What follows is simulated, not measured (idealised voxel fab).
Process module under the name voxel gate over fins
The figure presents cross-section cut, which has a width of 300 nm and is divided into square cells with an edge length of 5 nm.
Just so we're on the same page, the cross-sections are grids of square cells, and they're listed out in bands top to bottom, each band one or more rows deep. For a band, the entry starts with two heights in nm, that of the top and then that of the bottom, and carries on with the band's materials in order from left to right, each alongside its width in nm; the word "all across" beside a single material means it fills the band edge to edge, and "blank" means empty space. Where do heights start? At 0: under that level the wafer as delivered is made of one material only. And the lowest band has no floor; it just carries on downward, as in "0 down". When a width is written as two numbers, as in "30->40", the first number is the width in the top row of cells of the band and the second is the width in its bottom row, and the width changes by the same amount from each row to the next. Step marked "nothing changed"? Then no cell in the cross-section changed in it. "Closed void roster" contains a list of empty spaces, each no smaller than 8 cells and without an open way to the top, written in the form width x height at distance with the distance from the left edge and all three in nm. Heads up: the bit after the settings on a step's line is the simulator's remark on that step. "overlay nm" answers the question of how far to the right of plan the mask lay on a step that has a mask, and when it is negative the answer is to the left.

PLANNED STEP LIST FOR THE PROCESS
1,RECEIVE (material Si)
2,CONFORMAL_DEP (material SiN; thk nm 5)
3,MASKED_ETCH (tone cover; mask id FINS; width nm 15; pitch nm 55; etch materials SiN; depth nm 5; overlay nm 0)
4,MASKED_ETCH (tone cover; mask id FINS; width nm 15; pitch nm 55; etch materials Si; depth nm 40; overlay nm 0)
5,OXIDIZE (depth nm 5)
6,FILL_DEP (material SiO2; thk nm 10)
7,CMP (height nm 5)
8,DIRECTIONAL_DEP (material aC; thk nm 10)
9,PATTERN (tone open; mask id RAIL; material resist; width nm 15; thk nm 25; overlay nm 0)
10,DIRECTIONAL_ETCH (etch materials aC; depth nm 10)
11,STRIP (etch materials resist)
12,DIRECTIONAL_ETCH (etch materials SiO2; depth nm 40)
13,STRIP (etch materials aC)
14,CONFORMAL_DEP (material TiN; thk nm 5)
15,FILL_DEP (material W; thk nm 10)
16,CMP (height nm 5)
17,SELECTIVE_ETCH (etch materials W Ru TiN; depth nm 25)
18,FILL_DEP (material SiO2; thk nm 5)
19,CMP (height nm 5)
20,SELECTIVE_ETCH (etch materials SiO2; depth nm 15)
21,STRIP (etch materials SiN)
22,CONFORMAL_DEP (material HfO2; thk nm 5)
23,CONFORMAL_DEP (material TiN; thk nm 5)
24,CONFORMAL_DEP (material TiAl; thk nm 5)
25,CONFORMAL_DEP (material TiN; thk nm 5)
26,FILL_DEP (material W; thk nm 15)
27,CMP (height nm 30)
28,CONFORMAL_DEP (material SiN; thk nm 5)

SO, THE FIRST OF OUR TWO WAFERS, RUN JUST AS WE PLANNED IT

AS RECEIVED (POST STEP 1): CROSS-SECTION
  0 down: Si all across
  Closed void roster: none

YOU'RE LOOKING AT A CROSS-SECTION OF THE WAFER AFTER STEP 2
  5 to 0: SiN all across
  At heights below 0, the structure remains unaltered.

YOU'RE LOOKING AT A CROSS-SECTION OF THE WAFER AFTER STEP 3
  5 to 0: blank: 60  SiN: 15  blank: 40  SiN: 15  blank: 40  SiN: 15  blank: 40  SiN: 15  blank: 60
  At heights below 0, the structure remains unaltered.

YOU'RE LOOKING AT A CROSS-SECTION OF THE WAFER AFTER STEP 4
  5 to 0: blank: 60  SiN: 15  blank: 40  SiN: 15  blank: 40  SiN: 15  blank: 40  SiN: 15  blank: 60
  0 to -40: blank: 60  Si: 15  blank: 40  Si: 15  blank: 40  Si: 15  blank: 40  Si: 15  blank: 60
  At heights below -40, the structure remains unaltered.

YOU'RE LOOKING AT A CROSS-SECTION OF THE WAFER AFTER STEP 5
  5 to 0: blank: 60  SiN: 15  blank: 40  SiN: 15  blank: 40  SiN: 15  blank: 40  SiN: 15  blank: 60
  0 to -40: blank: 60  SiO2: 5  Si: 5  SiO2: 5  blank: 40  SiO2: 5  Si: 5  SiO2: 5  blank: 40  SiO2: 5  Si: 5  SiO2: 5  blank: 40  SiO2: 5  Si: 5  SiO2: 5  blank: 60
  -40 to -45: SiO2: 65  Si: 5  SiO2: 50  Si: 5  SiO2: 50  Si: 5  SiO2: 50  Si: 5  SiO2: 65
  At heights below -45, the structure remains unaltered.

YOU'RE LOOKING AT A CROSS-SECTION OF THE WAFER AFTER STEP 6
  15 to 5: SiO2 all across
  5 to 0: SiO2: 60  SiN: 15  SiO2: 40  SiN: 15  SiO2: 40  SiN: 15  SiO2: 40  SiN: 15  SiO2: 60
  0 to -45: SiO2: 65  Si: 5  SiO2: 50  Si: 5  SiO2: 50  Si: 5  SiO2: 50  Si: 5  SiO2: 65
  At heights below -45, the structure remains unaltered.

YOU'RE LOOKING AT A CROSS-SECTION OF THE WAFER AFTER STEP 7
  5 to 0: SiO2: 60  SiN: 15  SiO2: 40  SiN: 15  SiO2: 40  SiN: 15  SiO2: 40  SiN: 15  SiO2: 60
  At heights below 0, the structure remains unaltered.

YOU'RE LOOKING AT A CROSS-SECTION OF THE WAFER AFTER STEP 8
  15 to 5: aC all across
  At heights below 5, the structure remains unaltered.

YOU'RE LOOKING AT A CROSS-SECTION OF THE WAFER AFTER STEP 9
  40 to 15: resist: 85  blank: 15  resist: 200
  At heights below 15, the structure remains unaltered.

YOU'RE LOOKING AT A CROSS-SECTION OF THE WAFER AFTER STEP 10
  30 to 15: resist: 85  blank: 15  resist: 200
  15 to 5: aC: 85  blank: 15  aC: 200
  At heights below 5, the structure remains unaltered.

YOU'RE LOOKING AT A CROSS-SECTION OF THE WAFER AFTER STEP 11
  15 to 5: aC: 85  blank: 15  aC: 200
  At heights below 5, the structure remains unaltered.

YOU'RE LOOKING AT A CROSS-SECTION OF THE WAFER AFTER STEP 12
  15 to 5: aC: 85  blank: 15  aC: 200
  5 to 0: SiO2: 60  SiN: 15  SiO2: 10  blank: 15  SiO2: 15  SiN: 15  SiO2: 40  SiN: 15  SiO2: 40  SiN: 15  SiO2: 60
  0 to -35: SiO2: 65  Si: 5  SiO2: 15  blank: 15  SiO2: 20  Si: 5  SiO2: 50  Si: 5  SiO2: 50  Si: 5  SiO2: 65
  At heights below -35, the structure remains unaltered.

YOU'RE LOOKING AT A CROSS-SECTION OF THE WAFER AFTER STEP 13
  5 to 0: SiO2: 60  SiN: 15  SiO2: 10  blank: 15  SiO2: 15  SiN: 15  SiO2: 40  SiN: 15  SiO2: 40  SiN: 15  SiO2: 60
  At heights below 0, the structure remains unaltered.

YOU'RE LOOKING AT A CROSS-SECTION OF THE WAFER AFTER STEP 14
  10 to 5: TiN: 90  blank: 5  TiN: 205
  5 to 0: SiO2: 60  SiN: 15  SiO2: 10  TiN: 5  blank: 5  TiN: 5  SiO2: 15  SiN: 15  SiO2: 40  SiN: 15  SiO2: 40  SiN: 15  SiO2: 60
  0 to -30: SiO2: 65  Si: 5  SiO2: 15  TiN: 5  blank: 5  TiN: 5  SiO2: 20  Si: 5  SiO2: 50  Si: 5  SiO2: 50  Si: 5  SiO2: 65
  -30 to -35: SiO2: 65  Si: 5  SiO2: 15  TiN: 15  SiO2: 20  Si: 5  SiO2: 50  Si: 5  SiO2: 50  Si: 5  SiO2: 65
  At heights below -35, the structure remains unaltered.

YOU'RE LOOKING AT A CROSS-SECTION OF THE WAFER AFTER STEP 15
  20 to 10: W all across
  10 to 5: TiN: 90  W: 5  TiN: 205
  5 to 0: SiO2: 60  SiN: 15  SiO2: 10  TiN: 5  W: 5  TiN: 5  SiO2: 15  SiN: 15  SiO2: 40  SiN: 15  SiO2: 40  SiN: 15  SiO2: 60
  0 to -30: SiO2: 65  Si: 5  SiO2: 15  TiN: 5  W: 5  TiN: 5  SiO2: 20  Si: 5  SiO2: 50  Si: 5  SiO2: 50  Si: 5  SiO2: 65
  At heights below -30, the structure remains unaltered.

YOU'RE LOOKING AT A CROSS-SECTION OF THE WAFER AFTER STEP 16
  5 to 0: SiO2: 60  SiN: 15  SiO2: 10  TiN: 5  W: 5  TiN: 5  SiO2: 15  SiN: 15  SiO2: 40  SiN: 15  SiO2: 40  SiN: 15  SiO2: 60
  At heights below 0, the structure remains unaltered.

YOU'RE LOOKING AT A CROSS-SECTION OF THE WAFER AFTER STEP 17
  5 to 0: SiO2: 60  SiN: 15  SiO2: 10  blank: 15  SiO2: 15  SiN: 15  SiO2: 40  SiN: 15  SiO2: 40  SiN: 15  SiO2: 60
  0 to -20: SiO2: 65  Si: 5  SiO2: 15  blank: 15  SiO2: 20  Si: 5  SiO2: 50  Si: 5  SiO2: 50  Si: 5  SiO2: 65
  At heights below -20, the structure remains unaltered.

YOU'RE LOOKING AT A CROSS-SECTION OF THE WAFER AFTER STEP 18
  10 to 5: SiO2 all across
  5 to 0: SiO2: 60  SiN: 15  SiO2: 40  SiN: 15  SiO2: 40  SiN: 15  SiO2: 40  SiN: 15  SiO2: 60
  0 to -20: SiO2: 65  Si: 5  SiO2: 50  Si: 5  SiO2: 50  Si: 5  SiO2: 50  Si: 5  SiO2: 65
  At heights below -20, the structure remains unaltered.

YOU'RE LOOKING AT A CROSS-SECTION OF THE WAFER AFTER STEP 19
  5 to 0: SiO2: 60  SiN: 15  SiO2: 40  SiN: 15  SiO2: 40  SiN: 15  SiO2: 40  SiN: 15  SiO2: 60
  At heights below 0, the structure remains unaltered.

YOU'RE LOOKING AT A CROSS-SECTION OF THE WAFER AFTER STEP 20
  5 to 0: blank: 60  SiN: 15  blank: 40  SiN: 15  blank: 40  SiN: 15  blank: 40  SiN: 15  blank: 60
  0 to -10: blank: 65  Si: 5  blank: 50  Si: 5  blank: 50  Si: 5  blank: 50  Si: 5  blank: 65
  At heights below -10, the structure remains unaltered.

YOU'RE LOOKING AT A CROSS-SECTION OF THE WAFER AFTER STEP 21
  0 to -10: blank: 65  Si: 5  blank: 50  Si: 5  blank: 50  Si: 5  blank: 50  Si: 5  blank: 65
  At heights below -10, the structure remains unaltered.

YOU'RE LOOKING AT A CROSS-SECTION OF THE WAFER AFTER STEP 22
  5 to 0: blank: 60  HfO2: 15  blank: 40  HfO2: 15  blank: 40  HfO2: 15  blank: 40  HfO2: 15  blank: 60
  0 to -5: blank: 60  HfO2: 5  Si: 5  HfO2: 5  blank: 40  HfO2: 5  Si: 5  HfO2: 5  blank: 40  HfO2: 5  Si: 5  HfO2: 5  blank: 40  HfO2: 5  Si: 5  HfO2: 5  blank: 60
  -5 to -10: HfO2: 65  Si: 5  HfO2: 50  Si: 5  HfO2: 50  Si: 5  HfO2: 50  Si: 5  HfO2: 65
  At heights below -10, the structure remains unaltered.

YOU'RE LOOKING AT A CROSS-SECTION OF THE WAFER AFTER STEP 23
  10 to 5: blank: 55  TiN: 25  blank: 30  TiN: 25  blank: 30  TiN: 25  blank: 30  TiN: 25  blank: 55
  5 to 0: blank: 55  TiN: 5  HfO2: 15  TiN: 5  blank: 30  TiN: 5  HfO2: 15  TiN: 5  blank: 30  TiN: 5  HfO2: 15  TiN: 5  blank: 30  TiN: 5  HfO2: 15  TiN: 5  blank: 55
  0 to -5: TiN: 60  HfO2: 5  Si: 5  HfO2: 5  TiN: 40  HfO2: 5  Si: 5  HfO2: 5  TiN: 40  HfO2: 5  Si: 5  HfO2: 5  TiN: 40  HfO2: 5  Si: 5  HfO2: 5  TiN: 60
  At heights below -5, the structure remains unaltered.

YOU'RE LOOKING AT A CROSS-SECTION OF THE WAFER AFTER STEP 24
  15 to 10: blank: 50  TiAl: 35  blank: 20  TiAl: 35  blank: 20  TiAl: 35  blank: 20  TiAl: 35  blank: 50
  10 to 5: blank: 50  TiAl: 5  TiN: 25  TiAl: 5  blank: 20  TiAl: 5  TiN: 25  TiAl: 5  blank: 20  TiAl: 5  TiN: 25  TiAl: 5  blank: 20  TiAl: 5  TiN: 25  TiAl: 5  blank: 50
  5 to 0: TiAl: 55  TiN: 5  HfO2: 15  TiN: 5  TiAl: 30  TiN: 5  HfO2: 15  TiN: 5  TiAl: 30  TiN: 5  HfO2: 15  TiN: 5  TiAl: 30  TiN: 5  HfO2: 15  TiN: 5  TiAl: 55
  At heights below 0, the structure remains unaltered.

YOU'RE LOOKING AT A CROSS-SECTION OF THE WAFER AFTER STEP 25
  20 to 15: blank: 45  TiN: 45  blank: 10  TiN: 45  blank: 10  TiN: 45  blank: 10  TiN: 45  blank: 45
  15 to 10: blank: 45  TiN: 5  TiAl: 35  TiN: 5  blank: 10  TiN: 5  TiAl: 35  TiN: 5  blank: 10  TiN: 5  TiAl: 35  TiN: 5  blank: 10  TiN: 5  TiAl: 35  TiN: 5  blank: 45
  10 to 5: TiN: 50  TiAl: 5  TiN: 25  TiAl: 5  TiN: 20  TiAl: 5  TiN: 25  TiAl: 5  TiN: 20  TiAl: 5  TiN: 25  TiAl: 5  TiN: 20  TiAl: 5  TiN: 25  TiAl: 5  TiN: 50
  At heights below 5, the structure remains unaltered.

YOU'RE LOOKING AT A CROSS-SECTION OF THE WAFER AFTER STEP 26
  35 to 20: W all across
  20 to 15: W: 45  TiN: 45  W: 10  TiN: 45  W: 10  TiN: 45  W: 10  TiN: 45  W: 45
  15 to 10: W: 45  TiN: 5  TiAl: 35  TiN: 5  W: 10  TiN: 5  TiAl: 35  TiN: 5  W: 10  TiN: 5  TiAl: 35  TiN: 5  W: 10  TiN: 5  TiAl: 35  TiN: 5  W: 45
  At heights below 10, the structure remains unaltered.

YOU'RE LOOKING AT A CROSS-SECTION OF THE WAFER AFTER STEP 27
  30 to 20: W all across
  At heights below 20, the structure remains unaltered.

YOU'RE LOOKING AT A CROSS-SECTION OF THE WAFER AFTER STEP 28
  35 to 30: SiN all across
  At heights below 30, the structure remains unaltered.

COMPANION WAFER, THE SECOND OF TWO: SAME BEGINNING, SAME INTENDED SEQUENCE, ONE MISTAKE IN CARRYING IT OUT; THROUGH STEP 3 INCLUSIVE IT TRACKS THE FIRST EXACTLY

PLANNED END OF STEP 4: SECOND WAFER, CROSS-SECTION
  5 to 0: blank: 60  SiN: 15  blank: 40  SiN: 15  blank: 40  SiN: 15  blank: 40  SiN: 15  blank: 60
  0 to -40: blank: 55  Si: 25  blank: 30  Si: 25  blank: 30  Si: 25  blank: 30  Si: 25  blank: 55
  At heights below -40, the structure remains unaltered.

PLANNED END OF STEP 5: SECOND WAFER, CROSS-SECTION
  5 to 0: blank: 60  SiN: 15  blank: 40  SiN: 15  blank: 40  SiN: 15  blank: 40  SiN: 15  blank: 60
  0 to -5: blank: 55  SiO2: 10  Si: 5  SiO2: 10  blank: 30  SiO2: 10  Si: 5  SiO2: 10  blank: 30  SiO2: 10  Si: 5  SiO2: 10  blank: 30  SiO2: 10  Si: 5  SiO2: 10  blank: 55
  -5 to -40: blank: 55  SiO2: 5  Si: 15  SiO2: 5  blank: 30  SiO2: 5  Si: 15  SiO2: 5  blank: 30  SiO2: 5  Si: 15  SiO2: 5  blank: 30  SiO2: 5  Si: 15  SiO2: 5  blank: 55
  -40 to -45: SiO2: 60  Si: 15  SiO2: 40  Si: 15  SiO2: 40  Si: 15  SiO2: 40  Si: 15  SiO2: 60
  At heights below -45, the structure remains unaltered.

PLANNED END OF STEP 6: SECOND WAFER, CROSS-SECTION
  15 to 5: SiO2 all across
  5 to 0: SiO2: 60  SiN: 15  SiO2: 40  SiN: 15  SiO2: 40  SiN: 15  SiO2: 40  SiN: 15  SiO2: 60
  0 to -5: SiO2: 65  Si: 5  SiO2: 50  Si: 5  SiO2: 50  Si: 5  SiO2: 50  Si: 5  SiO2: 65
  -5 to -45: SiO2: 60  Si: 15  SiO2: 40  Si: 15  SiO2: 40  Si: 15  SiO2: 40  Si: 15  SiO2: 60
  At heights below -45, the structure remains unaltered.

PLANNED END OF STEP 7: SECOND WAFER, CROSS-SECTION
  5 to 0: SiO2: 60  SiN: 15  SiO2: 40  SiN: 15  SiO2: 40  SiN: 15  SiO2: 40  SiN: 15  SiO2: 60
  At heights below 0, the structure remains unaltered.

PLANNED END OF STEP 8: SECOND WAFER, CROSS-SECTION
  15 to 5: aC all across
  At heights below 5, the structure remains unaltered.

PLANNED END OF STEP 9: SECOND WAFER, CROSS-SECTION
  40 to 15: resist: 85  blank: 15  resist: 200
  At heights below 15, the structure remains unaltered.

PLANNED END OF STEP 10: SECOND WAFER, CROSS-SECTION
  30 to 15: resist: 85  blank: 15  resist: 200
  15 to 5: aC: 85  blank: 15  aC: 200
  At heights below 5, the structure remains unaltered.

PLANNED END OF STEP 11: SECOND WAFER, CROSS-SECTION
  15 to 5: aC: 85  blank: 15  aC: 200
  At heights below 5, the structure remains unaltered.

PLANNED END OF STEP 12: SECOND WAFER, CROSS-SECTION
  15 to 5: aC: 85  blank: 15  aC: 200
  5 to 0: SiO2: 60  SiN: 15  SiO2: 10  blank: 15  SiO2: 15  SiN: 15  SiO2: 40  SiN: 15  SiO2: 40  SiN: 15  SiO2: 60
  0 to -5: SiO2: 65  Si: 5  SiO2: 15  blank: 15  SiO2: 20  Si: 5  SiO2: 50  Si: 5  SiO2: 50  Si: 5  SiO2: 65
  -5 to -35: SiO2: 60  Si: 15  SiO2: 10  blank: 15  SiO2: 15  Si: 15  SiO2: 40  Si: 15  SiO2: 40  Si: 15  SiO2: 60
  At heights below -35, the structure remains unaltered.

PLANNED END OF STEP 13: SECOND WAFER, CROSS-SECTION
  5 to 0: SiO2: 60  SiN: 15  SiO2: 10  blank: 15  SiO2: 15  SiN: 15  SiO2: 40  SiN: 15  SiO2: 40  SiN: 15  SiO2: 60
  At heights below 0, the structure remains unaltered.

PLANNED END OF STEP 14: SECOND WAFER, CROSS-SECTION
  10 to 5: TiN: 90  blank: 5  TiN: 205
  5 to 0: SiO2: 60  SiN: 15  SiO2: 10  TiN: 5  blank: 5  TiN: 5  SiO2: 15  SiN: 15  SiO2: 40  SiN: 15  SiO2: 40  SiN: 15  SiO2: 60
  0 to -5: SiO2: 65  Si: 5  SiO2: 15  TiN: 5  blank: 5  TiN: 5  SiO2: 20  Si: 5  SiO2: 50  Si: 5  SiO2: 50  Si: 5  SiO2: 65
  -5 to -30: SiO2: 60  Si: 15  SiO2: 10  TiN: 5  blank: 5  TiN: 5  SiO2: 15  Si: 15  SiO2: 40  Si: 15  SiO2: 40  Si: 15  SiO2: 60
  -30 to -35: SiO2: 60  Si: 15  SiO2: 10  TiN: 15  SiO2: 15  Si: 15  SiO2: 40  Si: 15  SiO2: 40  Si: 15  SiO2: 60
  At heights below -35, the structure remains unaltered.

PLANNED END OF STEP 15: SECOND WAFER, CROSS-SECTION
  20 to 10: W all across
  10 to 5: TiN: 90  W: 5  TiN: 205
  5 to 0: SiO2: 60  SiN: 15  SiO2: 10  TiN: 5  W: 5  TiN: 5  SiO2: 15  SiN: 15  SiO2: 40  SiN: 15  SiO2: 40  SiN: 15  SiO2: 60
  0 to -5: SiO2: 65  Si: 5  SiO2: 15  TiN: 5  W: 5  TiN: 5  SiO2: 20  Si: 5  SiO2: 50  Si: 5  SiO2: 50  Si: 5  SiO2: 65
  -5 to -30: SiO2: 60  Si: 15  SiO2: 10  TiN: 5  W: 5  TiN: 5  SiO2: 15  Si: 15  SiO2: 40  Si: 15  SiO2: 40  Si: 15  SiO2: 60
  At heights below -30, the structure remains unaltered.

PLANNED END OF STEP 16: SECOND WAFER, CROSS-SECTION
  5 to 0: SiO2: 60  SiN: 15  SiO2: 10  TiN: 5  W: 5  TiN: 5  SiO2: 15  SiN: 15  SiO2: 40  SiN: 15  SiO2: 40  SiN: 15  SiO2: 60
  At heights below 0, the structure remains unaltered.

PLANNED END OF STEP 17: SECOND WAFER, CROSS-SECTION
  5 to 0: SiO2: 60  SiN: 15  SiO2: 10  blank: 15  SiO2: 15  SiN: 15  SiO2: 40  SiN: 15  SiO2: 40  SiN: 15  SiO2: 60
  0 to -5: SiO2: 65  Si: 5  SiO2: 15  blank: 15  SiO2: 20  Si: 5  SiO2: 50  Si: 5  SiO2: 50  Si: 5  SiO2: 65
  -5 to -20: SiO2: 60  Si: 15  SiO2: 10  blank: 15  SiO2: 15  Si: 15  SiO2: 40  Si: 15  SiO2: 40  Si: 15  SiO2: 60
  At heights below -20, the structure remains unaltered.

PLANNED END OF STEP 18: SECOND WAFER, CROSS-SECTION
  10 to 5: SiO2 all across
  5 to 0: SiO2: 60  SiN: 15  SiO2: 40  SiN: 15  SiO2: 40  SiN: 15  SiO2: 40  SiN: 15  SiO2: 60
  0 to -5: SiO2: 65  Si: 5  SiO2: 50  Si: 5  SiO2: 50  Si: 5  SiO2: 50  Si: 5  SiO2: 65
  -5 to -20: SiO2: 60  Si: 15  SiO2: 40  Si: 15  SiO2: 40  Si: 15  SiO2: 40  Si: 15  SiO2: 60
  At heights below -20, the structure remains unaltered.

PLANNED END OF STEP 19: SECOND WAFER, CROSS-SECTION
  5 to 0: SiO2: 60  SiN: 15  SiO2: 40  SiN: 15  SiO2: 40  SiN: 15  SiO2: 40  SiN: 15  SiO2: 60
  At heights below 0, the structure remains unaltered.

PLANNED END OF STEP 20: SECOND WAFER, CROSS-SECTION
  5 to 0: blank: 60  SiN: 15  blank: 40  SiN: 15  blank: 40  SiN: 15  blank: 40  SiN: 15  blank: 60
  0 to -10: blank: 65->60  Si: 5->15  blank: 50->40  Si: 5->15  blank: 50->40  Si: 5->15  blank: 50->40  Si: 5->15  blank: 65->60
  At heights below -10, the structure remains unaltered.

PLANNED END OF STEP 21: SECOND WAFER, CROSS-SECTION
  0 to -10: blank: 65->60  Si: 5->15  blank: 50->40  Si: 5->15  blank: 50->40  Si: 5->15  blank: 50->40  Si: 5->15  blank: 65->60
  At heights below -10, the structure remains unaltered.

PLANNED END OF STEP 22: SECOND WAFER, CROSS-SECTION
  5 to 0: blank: 60  HfO2: 15  blank: 40  HfO2: 15  blank: 40  HfO2: 15  blank: 40  HfO2: 15  blank: 60
  0 to -5: blank: 55  HfO2: 10  Si: 5  HfO2: 10  blank: 30  HfO2: 10  Si: 5  HfO2: 10  blank: 30  HfO2: 10  Si: 5  HfO2: 10  blank: 30  HfO2: 10  Si: 5  HfO2: 10  blank: 55
  -5 to -10: HfO2: 60  Si: 15  HfO2: 40  Si: 15  HfO2: 40  Si: 15  HfO2: 40  Si: 15  HfO2: 60
  At heights below -10, the structure remains unaltered.

PLANNED END OF STEP 23: SECOND WAFER, CROSS-SECTION
  10 to 5: blank: 55  TiN: 25  blank: 30  TiN: 25  blank: 30  TiN: 25  blank: 30  TiN: 25  blank: 55
  5 to 0: blank: 50  TiN: 10  HfO2: 15  TiN: 10  blank: 20  TiN: 10  HfO2: 15  TiN: 10  blank: 20  TiN: 10  HfO2: 15  TiN: 10  blank: 20  TiN: 10  HfO2: 15  TiN: 10  blank: 50
  0 to -5: TiN: 55  HfO2: 10  Si: 5  HfO2: 10  TiN: 30  HfO2: 10  Si: 5  HfO2: 10  TiN: 30  HfO2: 10  Si: 5  HfO2: 10  TiN: 30  HfO2: 10  Si: 5  HfO2: 10  TiN: 55
  At heights below -5, the structure remains unaltered.

PLANNED END OF STEP 24: SECOND WAFER, CROSS-SECTION
  15 to 10: blank: 50  TiAl: 35  blank: 20  TiAl: 35  blank: 20  TiAl: 35  blank: 20  TiAl: 35  blank: 50
  10 to 5: blank: 45  TiAl: 10  TiN: 25  TiAl: 10  blank: 10  TiAl: 10  TiN: 25  TiAl: 10  blank: 10  TiAl: 10  TiN: 25  TiAl: 10  blank: 10  TiAl: 10  TiN: 25  TiAl: 10  blank: 45
  5 to 0: TiAl: 50  TiN: 10  HfO2: 15  TiN: 10  TiAl: 20  TiN: 10  HfO2: 15  TiN: 10  TiAl: 20  TiN: 10  HfO2: 15  TiN: 10  TiAl: 20  TiN: 10  HfO2: 15  TiN: 10  TiAl: 50
  At heights below 0, the structure remains unaltered.

PLANNED END OF STEP 25: SECOND WAFER, CROSS-SECTION
  20 to 15: blank: 45  TiN: 45  blank: 10  TiN: 45  blank: 10  TiN: 45  blank: 10  TiN: 45  blank: 45
  15 to 10: blank: 40  TiN: 10  TiAl: 35  TiN: 20  TiAl: 35  TiN: 20  TiAl: 35  TiN: 20  TiAl: 35  TiN: 10  blank: 40
  10 to 5: TiN: 45  TiAl: 10  TiN: 25  TiAl: 10  TiN: 10  TiAl: 10  TiN: 25  TiAl: 10  TiN: 10  TiAl: 10  TiN: 25  TiAl: 10  TiN: 10  TiAl: 10  TiN: 25  TiAl: 10  TiN: 45
  At heights below 5, the structure remains unaltered.

PLANNED END OF STEP 26: SECOND WAFER, CROSS-SECTION
  35 to 20: W all across
  20 to 15: W: 45  TiN: 45  W: 10  TiN: 45  W: 10  TiN: 45  W: 10  TiN: 45  W: 45
  15 to 10: W: 40  TiN: 10  TiAl: 35  TiN: 20  TiAl: 35  TiN: 20  TiAl: 35  TiN: 20  TiAl: 35  TiN: 10  W: 40
  At heights below 10, the structure remains unaltered.

PLANNED END OF STEP 27: SECOND WAFER, CROSS-SECTION
  30 to 20: W all across
  At heights below 20, the structure remains unaltered.

PLANNED END OF STEP 28: SECOND WAFER, CROSS-SECTION
  35 to 30: SiN all across
  At heights below 30, the structure remains unaltered.
Where did the run depart from the plan? heads up, step 4 didn't go per plan, it actually ran as MASKED_ETCH (tone cover; mask id FINS; width nm 25; pitch nm 55; etch materials Si; depth nm 40; overlay nm 0)
It is noted that, at the conclusion of processing, the second wafer exhibits a higher or lower cell count for certain materials relative to the first: Si +64 | SiO2 -56 | W -8
